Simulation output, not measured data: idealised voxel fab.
The process module presented herein is designated voxel capacitor over wiring.
In the cross-section labelled cut, the width is 165 nm and each square cell is 5 nm.
Reading order for cross-sections: top band down to bottom band. Underlying form: a grid of square cells. Band size: one or more rows of cells.
Within each band entry, the heights of the top and of the bottom of the band appear first, in that order and in nm; the materials of the band then follow from left to right, each with its corresponding width in nm. The designation "edge to edge" on a single material indicates that it fills the band from edge to edge; the designation "blank" indicates empty space.
Heights are measured from 0, the level below which the as-received wafer is all one material; the lowest band has no bottom and continues downward, written as in "0 nm and below".
You'd read "30..40" like this: the band's top row of cells is as wide as the first number, its bottom row is as wide as the second, and going down, every row changes width by the same amount as the row before did.
Key: "nothing altered" - step with no changed cell in the cross-section.
This entry, "Sealed internal cavities", enumerates those empty regions of no fewer than 8 cells that possess no open connection to the top. Each region is reported in the form width x height at distance, the distance being taken from the left edge, with all three quantities expressed in nm.
Formally, on a step line, whatever follows the settings is a remark that the simulator itself makes on the step.
overlay nm: where the mask lay relative to plan, measured to the right, on steps with a mask; negatives go left.

LISTED BELOW ARE THE PROCESS STEPS AS PLANNED
step 1: RECEIVE, material Si
step 2: CONFORMAL_DEP, material SiO2, thk nm 15
step 3: CONFORMAL_DEP, material SiCN, thk nm 5
step 4: DIRECTIONAL_DEP, material SiO2, thk nm 25
step 5: PATTERN, tone open, mask id METAL_1, material resist, width nm 30, pitch nm 95, thk nm 15, overlay nm 0
step 6: DIRECTIONAL_ETCH, etch materials SiO2, depth nm 25
step 7: DIRECTIONAL_ETCH, etch materials SiCN, depth nm 5
step 8: STRIP, etch materials resist
step 9: CONFORMAL_DEP, material TiN, thk nm 5
step 10: FILL_DEP, material Ru, thk nm 5
step 11: CMP, height nm 45
step 12: EPI, material Ru, thk nm 5
step 13: FILL_DEP, material SiCN, thk nm 5
step 14: DIRECTIONAL_DEP, material SiO2, thk nm 20
step 15: DIRECTIONAL_DEP, material aC, thk nm 10
step 16: PATTERN, tone open, mask id PLUG_1, material resist, width nm 15, thk nm 25, overlay nm 0
step 17: DIRECTIONAL_ETCH, etch materials aC, depth nm 10
step 18: STRIP, etch materials resist
step 19: DIRECTIONAL_ETCH, etch materials SiO2, depth nm 20
step 20: DIRECTIONAL_ETCH, etch materials SiCN, depth nm 5
step 21: STRIP, etch materials aC
step 22: CONFORMAL_DEP, material TiN, thk nm 5
step 23: FILL_DEP, material W, thk nm 5
step 24: CMP, height nm 75
step 25: DIRECTIONAL_DEP, material TiN, thk nm 5
step 26: DIRECTIONAL_DEP, material SiN, thk nm 5
step 27: DIRECTIONAL_DEP, material TiN, thk nm 10
step 28: MASKED_ETCH, tone cover, mask id UPPER_PLATE, width nm 70, etch materials TiN, depth nm 10, overlay nm 0
step 29: MASKED_ETCH, tone cover, mask id UPPER_PLATE, width nm 70, etch materials SiN, depth nm 5, overlay nm 0
step 30: PATTERN, tone cover, mask id LOWER_PLATE, material resist, width nm 70, thk nm 15, overlay nm 0
step 31: DIRECTIONAL_ETCH, etch materials TiN, depth nm 5
step 32: STRIP, etch materials resist
step 33: FILL_DEP, material SiO2, thk nm 15
step 34: CMP, height nm 105
step 35: PATTERN, tone open, mask id PLUG_2, material resist, width nm 15, thk nm 20, overlay nm 0
step 36: DIRECTIONAL_ETCH, etch materials SiO2, depth nm 10
step 37: STRIP, etch materials resist
step 38: CONFORMAL_DEP, material TiN, thk nm 5
step 39: FILL_DEP, material Cu, thk nm 5
step 40: CMP, height nm 105
step 41: CONFORMAL_DEP, material SiCN, thk nm 5
The plan's step 30 width nm is the first wafer's value; the wafers differ in this setting and start identical.

AS-RECEIVED STATE AFTER STEP 1, FIRST OF SEVERAL WAFERS, CROSS-SECTION
    0 nm and below = Si edge to edge
    Sealed internal cavities: none

LAST STEP OF THE MODULE IS STEP 41; AFTER IT, THE FIRST OF SEVERAL WAFERS IN CROSS-SECTION
    110 nm to 105 nm = SiCN edge to edge
    105 nm to 100 nm = SiO2 45 nm | TiN 5 nm | Cu 5 nm | TiN 5 nm | SiO2 105 nm
    100 nm to 95 nm = SiO2 45 nm | TiN 15 nm | SiO2 105 nm
    95 nm to 85 nm = SiO2 35 nm | TiN 70 nm | SiO2 60 nm
    85 nm to 80 nm = SiO2 35 nm | SiN 70 nm | SiO2 60 nm
    80 nm to 75 nm = SiO2 35 nm | TiN 70 nm | SiO2 60 nm
    75 nm to 55 nm = SiO2 35 nm | TiN 5 nm | W 5 nm | TiN 5 nm | SiO2 115 nm
    55 nm to 50 nm = SiCN 35 nm | TiN 15 nm | SiCN 115 nm
    50 nm to 45 nm = SiCN 15 nm | Ru 40 nm | SiCN 55 nm | Ru 40 nm | SiCN 15 nm
    45 nm to 20 nm = SiO2 20 nm | TiN 5 nm | Ru 20 nm | TiN 5 nm | SiO2 65 nm | TiN 5 nm | Ru 20 nm | TiN 5 nm | SiO2 20 nm
    20 nm to 15 nm = SiCN 20 nm | TiN 30 nm | SiCN 65 nm | TiN 30 nm | SiCN 20 nm
    15 nm to 0 nm = SiO2 edge to edge
    0 nm and below = Si edge to edge
    Sealed internal cavities: none

SHOWING THE LAST WAFER IN CROSS-SECTION AT THE END OF THE MODULE
    110 nm to 105 nm = SiCN edge to edge
    105 nm to 100 nm = SiO2 45 nm | TiN 5 nm | Cu 5 nm | TiN 5 nm | SiO2 105 nm
    100 nm to 95 nm = SiO2 45 nm | TiN 15 nm | SiO2 105 nm
    95 nm to 85 nm = SiO2 35 nm | TiN 70 nm | SiO2 60 nm
    85 nm to 80 nm = SiO2 35 nm | SiN 70 nm | SiO2 60 nm
    80 nm to 75 nm = SiO2 25 nm | TiN 95 nm | SiO2 45 nm
    75 nm to 55 nm = SiO2 35 nm | TiN 5 nm | W 5 nm | TiN 5 nm | SiO2 115 nm
    55 nm to 50 nm = SiCN 35 nm | TiN 15 nm | SiCN 115 nm
    50 nm to 45 nm = SiCN 15 nm | Ru 40 nm | SiCN 55 nm | Ru 40 nm | SiCN 15 nm
    45 nm to 20 nm = SiO2 20 nm | TiN 5 nm | Ru 20 nm | TiN 5 nm | SiO2 65 nm | TiN 5 nm | Ru 20 nm | TiN 5 nm | SiO2 20 nm
    20 nm to 15 nm = SiCN 20 nm | TiN 30 nm | SiCN 65 nm | TiN 30 nm | SiCN 20 nm
    15 nm to 0 nm = SiO2 edge to edge
    0 nm and below = Si edge to edge
    Sealed internal cavities: none

TABLE: WAFERS, A ROW EACH; END-OF-MODULE CELL CHANGE PER MATERIAL SINCE RECEIPT, GAIN (+), LOSS (-); THEN CLOSED VOIDS
width nm 70 | +1 Cu | +56 Ru | +101 SiCN | +14 SiN | +460 SiO2 | +90 TiN | +4 W | Sealed internal cavities: none
width nm 75 | +1 Cu | +56 Ru | +101 SiCN | +14 SiN | +459 SiO2 | +91 TiN | +4 W | Sealed internal cavities: none
width nm 80 | +1 Cu | +56 Ru | +101 SiCN | +14 SiN | +458 SiO2 | +92 TiN | +4 W | Sealed internal cavities: none
width nm 85 | +1 Cu | +56 Ru | +101 SiCN | +14 SiN | +457 SiO2 | +93 TiN | +4 W | Sealed internal cavities: none
width nm 90 | +1 Cu | +56 Ru | +101 SiCN | +14 SiN | +456 SiO2 | +94 TiN | +4 W | Sealed internal cavities: none
width nm 95 | +1 Cu | +56 Ru | +101 SiCN | +14 SiN | +455 SiO2 | +95 TiN | +4 W | Sealed internal cavities: none
